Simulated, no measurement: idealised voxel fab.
Module name: voxel trench capacitor (process module)
Section cut is 265 nm wide and gridded with 5 nm square cells.
A cross-section is written here as square cells arranged in a grid, and it is given in bands from the top down, each band taking up one or more rows of cells. Look at the band entry: it leads with the top's height and the bottom's height in nm. Then it lists the materials left to right, with a width in nm for each. The word "everywhere" on a single material says that material fills the band edge to edge. The word "air" is empty space. Where do heights start? At 0: under that level the wafer as delivered is made of one material only. And the lowest band has no floor; it just carries on downward, as in "0..down". Read "30 to 40" as a graded width: first number on top, second number at the bottom, same change between each pair of neighbouring rows. Where the words "nothing different" appear for a step, the cross-section shows no cell changed by that step; every cell remained as before. Each empty space that has no open way to the top and spans at least 8 cells appears under "Closed cavities" as width x height at distance, the distance counted from the left edge, all in nm. Post-settings text on a step line: simulator's own remark regarding the step. overlay nm: where the mask lay relative to plan, measured to the right, on steps with a mask; negatives go left. So the way this works: pairs, before and after one process step. The after picture only goes down to the lowest band that actually changed, nothing below. Step and its settings are under each pair. And watch out, pairs might come from different runs of this module, same starting wafer though, so a pair only follows on from the one above if its "Status before step" entry tells you so.

Status before step
	0..down: Si everywhere
	Closed cavities: none

Section, Post-Step
	10..0: SiN everywhere
	Anything lower than 0 is untouched.
	Closed cavities: none
Operation between the pre and post cross-sections above: CONFORMAL_DEP,material SiN,thk nm 10

Status before step: the after view from the pair directly above serves as the before view here.

Section, Post-Step
	25..10: 70 nm resist, then 30 nm air, then 15 nm resist, then 30 nm air, then 15 nm resist, then 30 nm air, then 75 nm resist
	Anything lower than 10 is untouched.
	Closed cavities: none
Operation between the pre and post cross-sections above: PATTERN,tone open,mask id TRENCH,material resist,width nm 30,pitch nm 45,thk nm 15,overlay nm 0

Status before step: the after view from the pair directly above serves as the before view here.

Section, Post-Step
	25..10: 70 nm resist, then 30 nm air, then 15 nm resist, then 30 nm air, then 15 nm resist, then 30 nm air, then 75 nm resist
	10..0: 70 nm SiN, then 30 nm air, then 15 nm SiN, then 30 nm air, then 15 nm SiN, then 30 nm air, then 75 nm SiN
	Anything lower than 0 is untouched.
	Closed cavities: none
Operation between the pre and post cross-sections above: DIRECTIONAL_ETCH,etch materials SiN,depth nm 10

Status before step: the after view from the pair directly above serves as the before view here.

Section, Post-Step
	25..10: 70 nm resist, then 30 nm air, then 15 nm resist, then 30 nm air, then 15 nm resist, then 30 nm air, then 75 nm resist
	10..0: 70 nm SiN, then 30 nm air, then 15 nm SiN, then 30 nm air, then 15 nm SiN, then 30 nm air, then 75 nm SiN
	0..-40: 70 nm Si, then 30 nm air, then 15 nm Si, then 30 nm air, then 15 nm Si, then 30 nm air, then 75 nm Si
	Anything lower than -40 is untouched.
	Closed cavities: none
Operation between the pre and post cross-sections above: DIRECTIONAL_ETCH,etch materials Si,depth nm 40

Status before step: the after view from the pair directly above serves as the before view here.

Section, Post-Step
	10..0: 70 nm SiN, then 30 nm air, then 15 nm SiN, then 30 nm air, then 15 nm SiN, then 30 nm air, then 75 nm SiN
	Anything lower than 0 is untouched.
	Closed cavities: none
Operation between the pre and post cross-sections above: STRIP,etch materials resist

Status before step: the after view from the pair directly above serves as the before view here.

Section, Post-Step
	15..10: 75 nm HfO2, then 20 nm air, then 25 nm HfO2, then 20 nm air, then 25 nm HfO2, then 20 nm air, then 80 nm HfO2
	10..0: 70 nm SiN, then 5 nm HfO2, then 20 nm air, then 5 nm HfO2, then 15 nm SiN, then 5 nm HfO2, then 20 nm air, then 5 nm HfO2, then 15 nm SiN, then 5 nm HfO2, then 20 nm air, then 5 nm HfO2, then 75 nm SiN
	0..-35: 70 nm Si, then 5 nm HfO2, then 20 nm air, then 5 nm HfO2, then 15 nm Si, then 5 nm HfO2, then 20 nm air, then 5 nm HfO2, then 15 nm Si, then 5 nm HfO2, then 20 nm air, then 5 nm HfO2, then 75 nm Si
	-35..-40: 70 nm Si, then 30 nm HfO2, then 15 nm Si, then 30 nm HfO2, then 15 nm Si, then 30 nm HfO2, then 75 nm Si
	Anything lower than -40 is untouched.
	Closed cavities: none
Operation between the pre and post cross-sections above: CONFORMAL_DEP,material HfO2,thk nm 5

Status before step: the after view from the pair directly above serves as the before view here.

Section, Post-Step
	20..15: 80 nm TiN, then 10 nm air, then 35 nm TiN, then 10 nm air, then 35 nm TiN, then 10 nm air, then 85 nm TiN
	15..10: 75 nm HfO2, then 5 nm TiN, then 10 nm air, then 5 nm TiN, then 25 nm HfO2, then 5 nm TiN, then 10 nm air, then 5 nm TiN, then 25 nm HfO2, then 5 nm TiN, then 10 nm air, then 5 nm TiN, then 80 nm HfO2
	10..0: 70 nm SiN, then 5 nm HfO2, then 5 nm TiN, then 10 nm air, then 5 nm TiN, then 5 nm HfO2, then 15 nm SiN, then 5 nm HfO2, then 5 nm TiN, then 10 nm air, then 5 nm TiN, then 5 nm HfO2, then 15 nm SiN, then 5 nm HfO2, then 5 nm TiN, then 10 nm air, then 5 nm TiN, then 5 nm HfO2, then 75 nm SiN
	0..-30: 70 nm Si, then 5 nm HfO2, then 5 nm TiN, then 10 nm air, then 5 nm TiN, then 5 nm HfO2, then 15 nm Si, then 5 nm HfO2, then 5 nm TiN, then 10 nm air, then 5 nm TiN, then 5 nm HfO2, then 15 nm Si, then 5 nm HfO2, then 5 nm TiN, then 10 nm air, then 5 nm TiN, then 5 nm HfO2, then 75 nm Si
	-30..-35: 70 nm Si, then 5 nm HfO2, then 20 nm TiN, then 5 nm HfO2, then 15 nm Si, then 5 nm HfO2, then 20 nm TiN, then 5 nm HfO2, then 15 nm Si, then 5 nm HfO2, then 20 nm TiN, then 5 nm HfO2, then 75 nm Si
	Anything lower than -35 is untouched.
	Closed cavities: none
Operation between the pre and post cross-sections above: CONFORMAL_DEP,material TiN,thk nm 5

Status before step: the after view from the pair directly above serves as the before view here.

Section, Post-Step
	25..20: W everywhere
	20..15: 80 nm TiN, then 10 nm W, then 35 nm TiN, then 10 nm W, then 35 nm TiN, then 10 nm W, then 85 nm TiN
	15..10: 75 nm HfO2, then 5 nm TiN, then 10 nm W, then 5 nm TiN, then 25 nm HfO2, then 5 nm TiN, then 10 nm W, then 5 nm TiN, then 25 nm HfO2, then 5 nm TiN, then 10 nm W, then 5 nm TiN, then 80 nm HfO2
	10..0: 70 nm SiN, then 5 nm HfO2, then 5 nm TiN, then 10 nm W, then 5 nm TiN, then 5 nm HfO2, then 15 nm SiN, then 5 nm HfO2, then 5 nm TiN, then 10 nm W, then 5 nm TiN, then 5 nm HfO2, then 15 nm SiN, then 5 nm HfO2, then 5 nm TiN, then 10 nm W, then 5 nm TiN, then 5 nm HfO2, then 75 nm SiN
	0..-30: 70 nm Si, then 5 nm HfO2, then 5 nm TiN, then 10 nm W, then 5 nm TiN, then 5 nm HfO2, then 15 nm Si, then 5 nm HfO2, then 5 nm TiN, then 10 nm W, then 5 nm TiN, then 5 nm HfO2, then 15 nm Si, then 5 nm HfO2, then 5 nm TiN, then 10 nm W, then 5 nm TiN, then 5 nm HfO2, then 75 nm Si
	Anything lower than -30 is untouched.
	Closed cavities: none
Operation between the pre and post cross-sections above: FILL_DEP,material W,thk nm 5

Status before step: the after view from the pair directly above serves as the before view here.

Section, Post-Step
	10..0: 70 nm SiN, then 5 nm HfO2, then 5 nm TiN, then 10 nm W, then 5 nm TiN, then 5 nm HfO2, then 15 nm SiN, then 5 nm HfO2, then 5 nm TiN, then 10 nm W, then 5 nm TiN, then 5 nm HfO2, then 15 nm SiN, then 5 nm HfO2, then 5 nm TiN, then 10 nm W, then 5 nm TiN, then 5 nm HfO2, then 75 nm SiN
	Anything lower than 0 is untouched.
	Closed cavities: none
Operation between the pre and post cross-sections above: CMP,height nm 10

Status before step
	10..0: 70 nm SiN, then 30 nm air, then 15 nm SiN, then 30 nm air, then 15 nm SiN, then 30 nm air, then 75 nm SiN
	0..-40: 70 nm Si, then 30 nm air, then 15 nm Si, then 30 nm air, then 15 nm Si, then 30 nm air, then 75 nm Si
	-40..down: Si everywhere
	Closed cavities: none

Section, Post-Step
	15..10: 75 nm TiN, then 20 nm air, then 25 nm TiN, then 20 nm air, then 25 nm TiN, then 20 nm air, then 80 nm TiN
	10..0: 70 nm SiN, then 5 nm TiN, then 20 nm air, then 5 nm TiN, then 15 nm SiN, then 5 nm TiN, then 20 nm air, then 5 nm TiN, then 15 nm SiN, then 5 nm TiN, then 20 nm air, then 5 nm TiN, then 75 nm SiN
	0..-35: 70 nm Si, then 5 nm TiN, then 20 nm air, then 5 nm TiN, then 15 nm Si, then 5 nm TiN, then 20 nm air, then 5 nm TiN, then 15 nm Si, then 5 nm TiN, then 20 nm air, then 5 nm TiN, then 75 nm Si
	-35..-40: 70 nm Si, then 30 nm TiN, then 15 nm Si, then 30 nm TiN, then 15 nm Si, then 30 nm TiN, then 75 nm Si
	Anything lower than -40 is untouched.
	Closed cavities: none
Operation between the pre and post cross-sections above: CONFORMAL_DEP,material TiN,thk nm 5

Status before step: the after view from the pair directly above serves as the before view here.

Section, Post-Step
	20..15: W everywhere
	15..10: 75 nm TiN, then 20 nm W, then 25 nm TiN, then 20 nm W, then 25 nm TiN, then 20 nm W, then 80 nm TiN
	10..0: 70 nm SiN, then 5 nm TiN, then 20 nm W, then 5 nm TiN, then 15 nm SiN, then 5 nm TiN, then 20 nm W, then 5 nm TiN, then 15 nm SiN, then 5 nm TiN, then 20 nm W, then 5 nm TiN, then 75 nm SiN
	0..-35: 70 nm Si, then 5 nm TiN, then 20 nm W, then 5 nm TiN, then 15 nm Si, then 5 nm TiN, then 20 nm W, then 5 nm TiN, then 15 nm Si, then 5 nm TiN, then 20 nm W, then 5 nm TiN, then 75 nm Si
	Anything lower than -35 is untouched.
	Closed cavities: none
Operation between the pre and post cross-sections above: FILL_DEP,material W,thk nm 5

Status before step: the after view from the pair directly above serves as the before view here.

Section, Post-Step
	10..0: 70 nm SiN, then 5 nm TiN, then 20 nm W, then 5 nm TiN, then 15 nm SiN, then 5 nm TiN, then 20 nm W, then 5 nm TiN, then 15 nm SiN, then 5 nm TiN, then 20 nm W, then 5 nm TiN, then 75 nm SiN
	Anything lower than 0 is untouched.
	Closed cavities: none
Operation between the pre and post cross-sections above: CMP,height nm 10

Status before step
	25..10: 70 nm resist, then 30 nm air, then 15 nm resist, then 30 nm air, then 15 nm resist, then 30 nm air, then 75 nm resist
	10..0: 70 nm SiN, then 30 nm air, then 15 nm SiN, then 30 nm air, then 15 nm SiN, then 30 nm air, then 75 nm SiN
	0..-40: 70 nm Si, then 30 nm air, then 15 nm Si, then 30 nm air, then 15 nm Si, then 30 nm air, then 75 nm Si
	-40..down: Si everywhere
	Closed cavities: none

Section, Post-Step
	25..10: 70 nm resist, then 30 nm air, then 15 nm resist, then 30 nm air, then 15 nm resist, then 30 nm air, then 75 nm resist
	10..0: 70 nm SiN, then 30 nm air, then 15 nm SiN, then 30 nm air, then 15 nm SiN, then 30 nm air, then 75 nm SiN
	0..-80: 70 nm Si, then 30 nm air, then 15 nm Si, then 30 nm air, then 15 nm Si, then 30 nm air, then 75 nm Si
	Anything lower than -80 is untouched.
	Closed cavities: none
Operation between the pre and post cross-sections above: DIRECTIONAL_ETCH,etch materials Si,depth nm 40

Status before step: the after view from the pair directly above serves as the before view here.

Section, Post-Step
	10..0: 70 nm SiN, then 30 nm air, then 15 nm SiN, then 30 nm air, then 15 nm SiN, then 30 nm air, then 75 nm SiN
	Anything lower than 0 is untouched.
	Closed cavities: none
Operation between the pre and post cross-sections above: STRIP,etch materials resist

Status before step: the after view from the pair directly above serves as the before view here.

Section, Post-Step
	15..10: 75 nm HfO2, then 20 nm air, then 25 nm HfO2, then 20 nm air, then 25 nm HfO2, then 20 nm air, then 80 nm HfO2
	10..0: 70 nm SiN, then 5 nm HfO2, then 20 nm air, then 5 nm HfO2, then 15 nm SiN, then 5 nm HfO2, then 20 nm air, then 5 nm HfO2, then 15 nm SiN, then 5 nm HfO2, then 20 nm air, then 5 nm HfO2, then 75 nm SiN
	0..-75: 70 nm Si, then 5 nm HfO2, then 20 nm air, then 5 nm HfO2, then 15 nm Si, then 5 nm HfO2, then 20 nm air, then 5 nm HfO2, then 15 nm Si, then 5 nm HfO2, then 20 nm air, then 5 nm HfO2, then 75 nm Si
	-75..-80: 70 nm Si, then 30 nm HfO2, then 15 nm Si, then 30 nm HfO2, then 15 nm Si, then 30 nm HfO2, then 75 nm Si
	Anything lower than -80 is untouched.
	Closed cavities: none
Operation between the pre and post cross-sections above: CONFORMAL_DEP,material HfO2,thk nm 5

Status before step: the after view from the pair directly above serves as the before view here.

Section, Post-Step
	20..15: 80 nm TiN, then 10 nm air, then 35 nm TiN, then 10 nm air, then 35 nm TiN, then 10 nm air, then 85 nm TiN
	15..10: 75 nm HfO2, then 5 nm TiN, then 10 nm air, then 5 nm TiN, then 25 nm HfO2, then 5 nm TiN, then 10 nm air, then 5 nm TiN, then 25 nm HfO2, then 5 nm TiN, then 10 nm air, then 5 nm TiN, then 80 nm HfO2
	10..0: 70 nm SiN, then 5 nm HfO2, then 5 nm TiN, then 10 nm air, then 5 nm TiN, then 5 nm HfO2, then 15 nm SiN, then 5 nm HfO2, then 5 nm TiN, then 10 nm air, then 5 nm TiN, then 5 nm HfO2, then 15 nm SiN, then 5 nm HfO2, then 5 nm TiN, then 10 nm air, then 5 nm TiN, then 5 nm HfO2, then 75 nm SiN
	0..-70: 70 nm Si, then 5 nm HfO2, then 5 nm TiN, then 10 nm air, then 5 nm TiN, then 5 nm HfO2, then 15 nm Si, then 5 nm HfO2, then 5 nm TiN, then 10 nm air, then 5 nm TiN, then 5 nm HfO2, then 15 nm Si, then 5 nm HfO2, then 5 nm TiN, then 10 nm air, then 5 nm TiN, then 5 nm HfO2, then 75 nm Si
	-70..-75: 70 nm Si, then 5 nm HfO2, then 20 nm TiN, then 5 nm HfO2, then 15 nm Si, then 5 nm HfO2, then 20 nm TiN, then 5 nm HfO2, then 15 nm Si, then 5 nm HfO2, then 20 nm TiN, then 5 nm HfO2, then 75 nm Si
	Anything lower than -75 is untouched.
	Closed cavities: none
Operation between the pre and post cross-sections above: CONFORMAL_DEP,material TiN,thk nm 5

Status before step: the after view from the pair directly above serves as the before view here.

Section, Post-Step
	25..20: W everywhere
	20..15: 80 nm TiN, then 10 nm W, then 35 nm TiN, then 10 nm W, then 35 nm TiN, then 10 nm W, then 85 nm TiN
	15..10: 75 nm HfO2, then 5 nm TiN, then 10 nm W, then 5 nm TiN, then 25 nm HfO2, then 5 nm TiN, then 10 nm W, then 5 nm TiN, then 25 nm HfO2, then 5 nm TiN, then 10 nm W, then 5 nm TiN, then 80 nm HfO2
	10..0: 70 nm SiN, then 5 nm HfO2, then 5 nm TiN, then 10 nm W, then 5 nm TiN, then 5 nm HfO2, then 15 nm SiN, then 5 nm HfO2, then 5 nm TiN, then 10 nm W, then 5 nm TiN, then 5 nm HfO2, then 15 nm SiN, then 5 nm HfO2, then 5 nm TiN, then 10 nm W, then 5 nm TiN, then 5 nm HfO2, then 75 nm SiN
	0..-70: 70 nm Si, then 5 nm HfO2, then 5 nm TiN, then 10 nm W, then 5 nm TiN, then 5 nm HfO2, then 15 nm Si, then 5 nm HfO2, then 5 nm TiN, then 10 nm W, then 5 nm TiN, then 5 nm HfO2, then 15 nm Si, then 5 nm HfO2, then 5 nm TiN, then 10 nm W, then 5 nm TiN, then 5 nm HfO2, then 75 nm Si
	Anything lower than -70 is untouched.
	Closed cavities: none
Operation between the pre and post cross-sections above: FILL_DEP,material W,thk nm 5

Status before step: the after view from the pair directly above serves as the before view here.

Section, Post-Step
	10..0: 70 nm SiN, then 5 nm HfO2, then 5 nm TiN, then 10 nm W, then 5 nm TiN, then 5 nm HfO2, then 15 nm SiN, then 5 nm HfO2, then 5 nm TiN, then 10 nm W, then 5 nm TiN, then 5 nm HfO2, then 15 nm SiN, then 5 nm HfO2, then 5 nm TiN, then 10 nm W, then 5 nm TiN, then 5 nm HfO2, then 75 nm SiN
	Anything lower than 0 is untouched.
	Closed cavities: none
Operation between the pre and post cross-sections above: CMP,height nm 10

Status before step
	15..10: 75 nm TiN, then 20 nm air, then 25 nm TiN, then 20 nm air, then 25 nm TiN, then 20 nm air, then 80 nm TiN
	10..0: 70 nm SiN, then 5 nm TiN, then 20 nm air, then 5 nm TiN, then 15 nm SiN, then 5 nm TiN, then 20 nm air, then 5 nm TiN, then 15 nm SiN, then 5 nm TiN, then 20 nm air, then 5 nm TiN, then 75 nm SiN
	0..-35: 70 nm Si, then 5 nm TiN, then 20 nm air, then 5 nm TiN, then 15 nm Si, then 5 nm TiN, then 20 nm air, then 5 nm TiN, then 15 nm Si, then 5 nm TiN, then 20 nm air, then 5 nm TiN, then 75 nm Si
	-35..-40: 70 nm Si, then 30 nm TiN, then 15 nm Si, then 30 nm TiN, then 15 nm Si, then 30 nm TiN, then 75 nm Si
	-40..down: Si everywhere
	Closed cavities: none

Section, Post-Step
	20..15: 80 nm HfO2, then 10 nm air, then 35 nm HfO2, then 10 nm air, then 35 nm HfO2, then 10 nm air, then 85 nm HfO2
	15..10: 75 nm TiN, then 5 nm HfO2, then 10 nm air, then 5 nm HfO2, then 25 nm TiN, then 5 nm HfO2, then 10 nm air, then 5 nm HfO2, then 25 nm TiN, then 5 nm HfO2, then 10 nm air, then 5 nm HfO2, then 80 nm TiN
	10..0: 70 nm SiN, then 5 nm TiN, then 5 nm HfO2, then 10 nm air, then 5 nm HfO2, then 5 nm TiN, then 15 nm SiN, then 5 nm TiN, then 5 nm HfO2, then 10 nm air, then 5 nm HfO2, then 5 nm TiN, then 15 nm SiN, then 5 nm TiN, then 5 nm HfO2, then 10 nm air, then 5 nm HfO2, then 5 nm TiN, then 75 nm SiN
	0..-30: 70 nm Si, then 5 nm TiN, then 5 nm HfO2, then 10 nm air, then 5 nm HfO2, then 5 nm TiN, then 15 nm Si, then 5 nm TiN, then 5 nm HfO2, then 10 nm air, then 5 nm HfO2, then 5 nm TiN, then 15 nm Si, then 5 nm TiN, then 5 nm HfO2, then 10 nm air, then 5 nm HfO2, then 5 nm TiN, then 75 nm Si
	-30..-35: 70 nm Si, then 5 nm TiN, then 20 nm HfO2, then 5 nm TiN, then 15 nm Si, then 5 nm TiN, then 20 nm HfO2, then 5 nm TiN, then 15 nm Si, then 5 nm TiN, then 20 nm HfO2, then 5 nm TiN, then 75 nm Si
	Anything lower than -35 is untouched.
	Closed cavities: none
Operation between the pre and post cross-sections above: CONFORMAL_DEP,material HfO2,thk nm 5

Status before step: the after view from the pair directly above serves as the before view here.

Section, Post-Step
	25..20: W everywhere
	20..15: 80 nm HfO2, then 10 nm W, then 35 nm HfO2, then 10 nm W, then 35 nm HfO2, then 10 nm W, then 85 nm HfO2
	15..10: 75 nm TiN, then 5 nm HfO2, then 10 nm W, then 5 nm HfO2, then 25 nm TiN, then 5 nm HfO2, then 10 nm W, then 5 nm HfO2, then 25 nm TiN, then 5 nm HfO2, then 10 nm W, then 5 nm HfO2, then 80 nm TiN
	10..0: 70 nm SiN, then 5 nm TiN, then 5 nm HfO2, then 10 nm W, then 5 nm HfO2, then 5 nm TiN, then 15 nm SiN, then 5 nm TiN, then 5 nm HfO2, then 10 nm W, then 5 nm HfO2, then 5 nm TiN, then 15 nm SiN, then 5 nm TiN, then 5 nm HfO2, then 10 nm W, then 5 nm HfO2, then 5 nm TiN, then 75 nm SiN
	0..-30: 70 nm Si, then 5 nm TiN, then 5 nm HfO2, then 10 nm W, then 5 nm HfO2, then 5 nm TiN, then 15 nm Si, then 5 nm TiN, then 5 nm HfO2, then 10 nm W, then 5 nm HfO2, then 5 nm TiN, then 15 nm Si, then 5 nm TiN, then 5 nm HfO2, then 10 nm W, then 5 nm HfO2, then 5 nm TiN, then 75 nm Si
	Anything lower than -30 is untouched.
	Closed cavities: none
Operation between the pre and post cross-sections above: FILL_DEP,material W,thk nm 5

Status before step: the after view from the pair directly above serves as the before view here.

Section, Post-Step
	10..0: 70 nm SiN, then 5 nm TiN, then 5 nm HfO2, then 10 nm W, then 5 nm HfO2, then 5 nm TiN, then 15 nm SiN, then 5 nm TiN, then 5 nm HfO2, then 10 nm W, then 5 nm HfO2, then 5 nm TiN, then 15 nm SiN, then 5 nm TiN, then 5 nm HfO2, then 10 nm W, then 5 nm HfO2, then 5 nm TiN, then 75 nm SiN
	Anything lower than 0 is untouched.
	Closed cavities: none
Operation between the pre and post cross-sections above: CMP,height nm 10

Status before step
	25..20: W everywhere
	20..15: 80 nm TiN, then 10 nm W, then 35 nm TiN, then 10 nm W, then 35 nm TiN, then 10 nm W, then 85 nm TiN
	15..10: 75 nm HfO2, then 5 nm TiN, then 10 nm W, then 5 nm TiN, then 25 nm HfO2, then 5 nm TiN, then 10 nm W, then 5 nm TiN, then 25 nm HfO2, then 5 nm TiN, then 10 nm W, then 5 nm TiN, then 80 nm HfO2
	10..0: 70 nm SiN, then 5 nm HfO2, then 5 nm TiN, then 10 nm W, then 5 nm TiN, then 5 nm HfO2, then 15 nm SiN, then 5 nm HfO2, then 5 nm TiN, then 10 nm W, then 5 nm TiN, then 5 nm HfO2, then 15 nm SiN, then 5 nm HfO2, then 5 nm TiN, then 10 nm W, then 5 nm TiN, then 5 nm HfO2, then 75 nm SiN
	0..-30: 70 nm Si, then 5 nm HfO2, then 5 nm TiN, then 10 nm W, then 5 nm TiN, then 5 nm HfO2, then 15 nm Si, then 5 nm HfO2, then 5 nm TiN, then 10 nm W, then 5 nm TiN, then 5 nm HfO2, then 15 nm Si, then 5 nm HfO2, then 5 nm TiN, then 10 nm W, then 5 nm TiN, then 5 nm HfO2, then 75 nm Si
	-30..-35: 70 nm Si, then 5 nm HfO2, then 20 nm TiN, then 5 nm HfO2, then 15 nm Si, then 5 nm HfO2, then 20 nm TiN, then 5 nm HfO2, then 15 nm Si, then 5 nm HfO2, then 20 nm TiN, then 5 nm HfO2, then 75 nm Si
	-35..-40: 70 nm Si, then 30 nm HfO2, then 15 nm Si, then 30 nm HfO2, then 15 nm Si, then 30 nm HfO2, then 75 nm Si
	-40..down: Si everywhere
	Closed cavities: none

Section, Post-Step
	0..-30: 70 nm Si, then 5 nm HfO2, then 5 nm TiN, then 10 nm W, then 5 nm TiN, then 5 nm HfO2, then 15 nm Si, then 5 nm HfO2, then 5 nm TiN, then 10 nm W, then 5 nm TiN, then 5 nm HfO2, then 15 nm Si, then 5 nm HfO2, then 5 nm TiN, then 10 nm W, then 5 nm TiN, then 5 nm HfO2, then 75 nm Si
	Anything lower than -30 is untouched.
	Closed cavities: none
Operation between the pre and post cross-sections above: CMP,height nm 0

Status before step
	10..0: SiN everywhere
	0..down: Si everywhere
	Closed cavities: none

Section, Post-Step
	25..10: 75 nm resist, then 25 nm air, then 20 nm resist, then 25 nm air, then 20 nm resist, then 25 nm air, then 75 nm resist
	Anything lower than 10 is untouched.
	Closed cavities: none
Operation between the pre and post cross-sections above: PATTERN,tone open,mask id TRENCH,material resist,width nm 25,pitch nm 45,thk nm 15,overlay nm 0

Status before step: the after view from the pair directly above serves as the before view here.

Section, Post-Step
	25..10: 75 nm resist, then 25 nm air, then 20 nm resist, then 25 nm air, then 20 nm resist, then 25 nm air, then 75 nm resist
	10..0: 75 nm SiN, then 25 nm air, then 20 nm SiN, then 25 nm air, then 20 nm SiN, then 25 nm air, then 75 nm SiN
	Anything lower than 0 is untouched.
	Closed cavities: none
Operation between the pre and post cross-sections above: DIRECTIONAL_ETCH,etch materials SiN,depth nm 10

Status before step: the after view from the pair directly above serves as the before view here.

Section, Post-Step
	25..10: 75 nm resist, then 25 nm air, then 20 nm resist, then 25 nm air, then 20 nm resist, then 25 nm air, then 75 nm resist
	10..0: 75 nm SiN, then 25 nm air, then 20 nm SiN, then 25 nm air, then 20 nm SiN, then 25 nm air, then 75 nm SiN
	0..-40: 75 nm Si, then 25 nm air, then 20 nm Si, then 25 nm air, then 20 nm Si, then 25 nm air, then 75 nm Si
	Anything lower than -40 is untouched.
	Closed cavities: none
Operation between the pre and post cross-sections above: DIRECTIONAL_ETCH,etch materials Si,depth nm 40

Status before step: the after view from the pair directly above serves as the before view here.

Section, Post-Step
	10..0: 75 nm SiN, then 25 nm air, then 20 nm SiN, then 25 nm air, then 20 nm SiN, then 25 nm air, then 75 nm SiN
	Anything lower than 0 is untouched.
	Closed cavities: none
Operation between the pre and post cross-sections above: STRIP,etch materials resist

Status before step: the after view from the pair directly above serves as the before view here.

Section, Post-Step
	15..10: 80 nm HfO2, then 15 nm air, then 30 nm HfO2, then 15 nm air, then 30 nm HfO2, then 15 nm air, then 80 nm HfO2
	10..0: 75 nm SiN, then 5 nm HfO2, then 15 nm air, then 5 nm HfO2, then 20 nm SiN, then 5 nm HfO2, then 15 nm air, then 5 nm HfO2, then 20 nm SiN, then 5 nm HfO2, then 15 nm air, then 5 nm HfO2, then 75 nm SiN
	0..-35: 75 nm Si, then 5 nm HfO2, then 15 nm air, then 5 nm HfO2, then 20 nm Si, then 5 nm HfO2, then 15 nm air, then 5 nm HfO2, then 20 nm Si, then 5 nm HfO2, then 15 nm air, then 5 nm HfO2, then 75 nm Si
	-35..-40: 75 nm Si, then 25 nm HfO2, then 20 nm Si, then 25 nm HfO2, then 20 nm Si, then 25 nm HfO2, then 75 nm Si
	Anything lower than -40 is untouched.
	Closed cavities: none
Operation between the pre and post cross-sections above: CONFORMAL_DEP,material HfO2,thk nm 5

Status before step: the after view from the pair directly above serves as the before view here.

Section, Post-Step
	20..15: 85 nm TiN, then 5 nm air, then 40 nm TiN, then 5 nm air, then 40 nm TiN, then 5 nm air, then 85 nm TiN
	15..10: 80 nm HfO2, then 5 nm TiN, then 5 nm air, then 5 nm TiN, then 30 nm HfO2, then 5 nm TiN, then 5 nm air, then 5 nm TiN, then 30 nm HfO2, then 5 nm TiN, then 5 nm air, then 5 nm TiN, then 80 nm HfO2
	10..0: 75 nm SiN, then 5 nm HfO2, then 5 nm TiN, then 5 nm air, then 5 nm TiN, then 5 nm HfO2, then 20 nm SiN, then 5 nm HfO2, then 5 nm TiN, then 5 nm air, then 5 nm TiN, then 5 nm HfO2, then 20 nm SiN, then 5 nm HfO2, then 5 nm TiN, then 5 nm air, then 5 nm TiN, then 5 nm HfO2, then 75 nm SiN
	0..-30: 75 nm Si, then 5 nm HfO2, then 5 nm TiN, then 5 nm air, then 5 nm TiN, then 5 nm HfO2, then 20 nm Si, then 5 nm HfO2, then 5 nm TiN, then 5 nm air, then 5 nm TiN, then 5 nm HfO2, then 20 nm Si, then 5 nm HfO2, then 5 nm TiN, then 5 nm air, then 5 nm TiN, then 5 nm HfO2, then 75 nm Si
	-30..-35: 75 nm Si, then 5 nm HfO2, then 15 nm TiN, then 5 nm HfO2, then 20 nm Si, then 5 nm HfO2, then 15 nm TiN, then 5 nm HfO2, then 20 nm Si, then 5 nm HfO2, then 15 nm TiN, then 5 nm HfO2, then 75 nm Si
	Anything lower than -35 is untouched.
	Closed cavities: none
Operation between the pre and post cross-sections above: CONFORMAL_DEP,material TiN,thk nm 5

Status before step: the after view from the pair directly above serves as the before view here.

Section, Post-Step
	25..20: W everywhere
	20..15: 85 nm TiN, then 5 nm W, then 40 nm TiN, then 5 nm W, then 40 nm TiN, then 5 nm W, then 85 nm TiN
	15..10: 80 nm HfO2, then 5 nm TiN, then 5 nm W, then 5 nm TiN, then 30 nm HfO2, then 5 nm TiN, then 5 nm W, then 5 nm TiN, then 30 nm HfO2, then 5 nm TiN, then 5 nm W, then 5 nm TiN, then 80 nm HfO2
	10..0: 75 nm SiN, then 5 nm HfO2, then 5 nm TiN, then 5 nm W, then 5 nm TiN, then 5 nm HfO2, then 20 nm SiN, then 5 nm HfO2, then 5 nm TiN, then 5 nm W, then 5 nm TiN, then 5 nm HfO2, then 20 nm SiN, then 5 nm HfO2, then 5 nm TiN, then 5 nm W, then 5 nm TiN, then 5 nm HfO2, then 75 nm SiN
	0..-30: 75 nm Si, then 5 nm HfO2, then 5 nm TiN, then 5 nm W, then 5 nm TiN, then 5 nm HfO2, then 20 nm Si, then 5 nm HfO2, then 5 nm TiN, then 5 nm W, then 5 nm TiN, then 5 nm HfO2, then 20 nm Si, then 5 nm HfO2, then 5 nm TiN, then 5 nm W, then 5 nm TiN, then 5 nm HfO2, then 75 nm Si
	Anything lower than -30 is untouched.
	Closed cavities: none
Operation between the pre and post cross-sections above: FILL_DEP,material W,thk nm 5

Status before step: the after view from the pair directly above serves as the before view here.

Section, Post-Step
	10..0: 75 nm SiN, then 5 nm HfO2, then 5 nm TiN, then 5 nm W, then 5 nm TiN, then 5 nm HfO2, then 20 nm SiN, then 5 nm HfO2, then 5 nm TiN, then 5 nm W, then 5 nm TiN, then 5 nm HfO2, then 20 nm SiN, then 5 nm HfO2, then 5 nm TiN, then 5 nm W, then 5 nm TiN, then 5 nm HfO2, then 75 nm SiN
	Anything lower than 0 is untouched.
	Closed cavities: none
Operation between the pre and post cross-sections above: CMP,height nm 10

Status before step
	10..0: SiN everywhere
	0..down: Si everywhere
	Closed cavities: none

Section, Post-Step
	25..10: 60 nm resist, then 30 nm air, then 15 nm resist, then 30 nm air, then 15 nm resist, then 30 nm air, then 85 nm resist
	Anything lower than 10 is untouched.
	Closed cavities: none
Operation between the pre and post cross-sections above: PATTERN,tone open,mask id TRENCH,material resist,width nm 30,pitch nm 45,thk nm 15,overlay nm -10

Status before step: the after view from the pair directly above serves as the before view here.

Section, Post-Step
	25..10: 60 nm resist, then 30 nm air, then 15 nm resist, then 30 nm air, then 15 nm resist, then 30 nm air, then 85 nm resist
	10..0: 60 nm SiN, then 30 nm air, then 15 nm SiN, then 30 nm air, then 15 nm SiN, then 30 nm air, then 85 nm SiN
	Anything lower than 0 is untouched.
	Closed cavities: none
Operation between the pre and post cross-sections above: DIRECTIONAL_ETCH,etch materials SiN,depth nm 10
